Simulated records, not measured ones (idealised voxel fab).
Module name: voxel capacitor over wiring (process module)
The cross-section shown here is cut; it is 180 nm wide and divided into square cells measuring 5 nm on a side.
The cross-sections in this document take the form of a grid made of square cells. They are written out as bands, in order from top to bottom. Each band consists of one or more rows of cells.
The entry gives the band's vertical extent as a top height and a bottom height in nm, then its horizontal make-up as materials from left to right, each with a width in nm. "blank" stands for empty space; a single material marked "full width" fills the band edge to edge.
Heads up on the height convention: 0 is the point under which the incoming wafer is all one material, and the lowest band has no bottom, it just keeps going down, like "from 0 down".
Per-row width for "30 to 40": begins at first number (top row of band), ends at second number (bottom row), increment between rows held constant.
No cell of the cross-section changed in a step that is given as "no change".
Empty spaces counting at least 8 cells and having no open way to the top are listed in "Enclosed void list". The notation width x height at distance is used for each, the distance being from the left edge and all three values in nm.
Whatever follows a step's settings on its line is a remark the simulator itself makes about that step.
overlay nm: mask offset rightward from planned place, masked step; negative means leftward offset.
### Listed below are the process steps as planned
1. op RECEIVE | material Si
2. op CONFORMAL_DEP | material SiO2 | thk nm 10
3. op DIRECTIONAL_DEP | material TiN | thk nm 5
4. op DIRECTIONAL_DEP | material Ru | thk nm 15
5. op PATTERN | tone cover | mask id METAL_1 | material resist | width nm 25 | pitch nm 85 | thk nm 20 | overlay nm 0
6. op DIRECTIONAL_ETCH | etch materials Ru | depth nm 15
7. op DIRECTIONAL_ETCH | etch materials TiN | depth nm 5
8. op STRIP | etch materials resist
9. op CONFORMAL_DEP | material SiCN | thk nm 5
10. op FILL_DEP | material SiO2 | thk nm 10
11. op CMP | height nm 30
12. op CONFORMAL_DEP | material SiCN | thk nm 5
13. op DIRECTIONAL_DEP | material SiO2 | thk nm 15
14. op DIRECTIONAL_DEP | material aC | thk nm 10
15. op PATTERN | tone open | mask id PLUG_1 | material resist | width nm 15 | thk nm 25 | overlay nm 0
16. op DIRECTIONAL_ETCH | etch materials aC | depth nm 10
17. op STRIP | etch materials resist
18. op DIRECTIONAL_ETCH | etch materials SiO2 | depth nm 15
19. op DIRECTIONAL_ETCH | etch materials SiCN | depth nm 5
20. op STRIP | etch materials aC
21. op EPI | material Ru | thk nm 10
22. op EPI | material Ru | thk nm 10
23. op DIRECTIONAL_DEP | material TiN | thk nm 10
24. op DIRECTIONAL_DEP | material SiN | thk nm 5
25. op DIRECTIONAL_DEP | material TiN | thk nm 5
26. op DIRECTIONAL_DEP | material aC | thk nm 15
27. op PATTERN | tone cover | mask id UPPER_PLATE | material resist | width nm 65 | thk nm 35 | overlay nm 0
28. op DIRECTIONAL_ETCH | etch materials aC | depth nm 15
29. op STRIP | etch materials resist
30. op DIRECTIONAL_ETCH | etch materials TiN | depth nm 5
31. op DIRECTIONAL_ETCH | etch materials SiN | depth nm 5
32. op STRIP | etch materials aC
33. op PATTERN | tone cover | mask id LOWER_PLATE | material resist | width nm 75 | thk nm 15 | overlay nm 0
34. op DIRECTIONAL_ETCH | etch materials TiN | depth nm 10
35. op STRIP | etch materials resist
36. op FILL_DEP | material SiO2 | thk nm 15
37. op CMP | height nm 80
38. op MASKED_ETCH | tone open | mask id PLUG_2 | width nm 15 | etch materials SiO2 | depth nm 10 | overlay nm 0
39. op CONFORMAL_DEP | material TiN | thk nm 5
40. op FILL_DEP | material Cu | thk nm 10
41. op CMP | height nm 80
42. op CONFORMAL_DEP | material SiN | thk nm 5
### This is the cross-section of the wafer as we received it, i.e. after step 1
- from 0 down | Si full width
- Enclosed void list: none
### Cross-sectional image of the first of two wafers at the end of the module, the run having proceeded as planned
- from 85 to 80 | SiN full width
- from 80 to 75 | 55 nm SiO2; 5 nm TiN; 5 nm Cu; 5 nm TiN; 110 nm SiO2
- from 75 to 65 | 55 to 45 nm SiO2; 15 to 65 nm TiN; 110 to 70 nm SiO2
- from 65 to 60 | 45 nm SiO2; 65 nm SiN; 70 nm SiO2
- from 60 to 50 | 40 nm SiO2; 75 nm TiN; 65 nm SiO2
- from 50 to 35 | 45 nm SiO2; 15 nm Ru; 120 nm SiO2
- from 35 to 30 | 45 nm SiCN; 15 nm Ru; 120 nm SiCN
- from 30 to 15 | 30 nm SiO2; 5 nm SiCN; 25 nm Ru; 5 nm SiCN; 50 nm SiO2; 5 nm SiCN; 25 nm Ru; 5 nm SiCN; 30 nm SiO2
- from 15 to 10 | 35 nm SiCN; 25 nm TiN; 60 nm SiCN; 25 nm TiN; 35 nm SiCN
- from 10 to 0 | SiO2 full width
- from 0 down | Si full width
- Enclosed void list: none
### Module end: cross-section of wafer two of two. Same start and process plan as the first wafer. One mistake during execution
- from 85 to 80 | SiN full width
- from 80 to 75 | 55 nm SiO2; 5 nm TiN; 5 nm Cu; 5 nm TiN; 110 nm SiO2
- from 75 to 65 | 55 to 50 nm SiO2; 15 to 60 nm TiN; 110 to 70 nm SiO2
- from 65 to 60 | 50 nm SiO2; 60 nm SiN; 70 nm SiO2
- from 60 to 50 | 40 nm SiO2; 75 nm TiN; 65 nm SiO2
- from 50 to 35 | 45 nm SiO2; 15 nm Ru; 120 nm SiO2
- from 35 to 30 | 45 nm SiCN; 15 nm Ru; 120 nm SiCN
- from 30 to 15 | 30 nm SiO2; 5 nm SiCN; 25 nm Ru; 5 nm SiCN; 50 nm SiO2; 5 nm SiCN; 25 nm Ru; 5 nm SiCN; 30 nm SiO2
- from 15 to 10 | 35 nm SiCN; 25 nm TiN; 60 nm SiCN; 25 nm TiN; 35 nm SiCN
- from 10 to 0 | SiO2 full width
- from 0 down | Si full width
- Enclosed void list: none
Run error: in deviation from the planned setting, step 27 was conducted as op PATTERN | tone cover | mask id UPPER_PLATE | material resist | width nm 60 | thk nm 35 | overlay nm 0
Once processing is complete, comparing cell counts shows that the second wafer has more or fewer of certain materials than the first: -1 SiN | +2 SiO2 | -1 TiN
